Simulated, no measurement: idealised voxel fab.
Process module under the name voxel released beams
This is section cut - it's 255 nm across, gridded in 5 nm square cells.
Cross-section format: a grid of square cells, given as bands from top to bottom; each band is one or more rows of cells. It is stipulated that each band's entry specify, in nanometres, the height of the top of the band and then that of its bottom, followed by the materials of the band in left-to-right sequence, each together with its width in nanometres. A single material marked by the word "all across" is understood to fill the band from edge to edge; the word "air" is understood to denote empty space. Zero point of the height axis is 0; under it, received wafer = one material. Lowest band: continues down indefinitely, "z 0 and below". Top row gets the first number, bottom row gets the second, and each row in between changes by the same step: that is how a band width like "30->40" works. For the purposes of this document, the phrase "nothing changed" attached to a step denotes that no cell within the cross-section was modified by that step. What "Enclosed void catalog" gives you is every empty space of 8 cells or more that is cut off from the top. Each appears as width x height at distance, with the distance taken from the left edge and width, height and distance all in nm. Past the settings on a step's line: simulator remark, on that step. On any step carrying a mask, the "overlay nm" setting, if present on the step's line, tells how far right of its planned place the mask lay; negative values point to the left.
### Planned process steps
1,RECEIVE, material Si
2,CONFORMAL_DEP, material Al2O3, thk nm 10
3,DIRECTIONAL_DEP, material SiO2, thk nm 10
4,DIRECTIONAL_DEP, material aC, thk nm 15
5,PATTERN, tone open, mask id ANCHOR, material resist, width nm 30, thk nm 35, overlay nm 0
6,DIRECTIONAL_ETCH, etch materials aC, depth nm 15
7,STRIP, etch materials resist
8,DIRECTIONAL_ETCH, etch materials SiO2, depth nm 10
9,STRIP, etch materials aC
10,CONFORMAL_DEP, material SiN, thk nm 10
11,MASKED_ETCH, tone cover, mask id BEAM, width nm 100, etch materials SiN, depth nm 10, overlay nm 0
12,STRIP, etch materials SiO2
### Wafer at receipt (post step 1), cross-section
    z 0 and below = Si all across
    Enclosed void catalog: none
### Starting structure and process plan are as shown above, but one mistake was made in running the module; the wafer cross-section at the end of the module follows
    z 30 to 20 = 75 air  100 SiN  80 air
    z 20 to 10 = 85 air  20 SiN  150 air
    z 10 to 0 = Al2O3 all across
    z 0 and below = Si all across
    Enclosed void catalog: none
So what did we get wrong on this run? step 5 did not use the planned setting and instead ran as PATTERN, tone open, mask id ANCHOR, material resist, width nm 20, thk nm 35, overlay nm 0
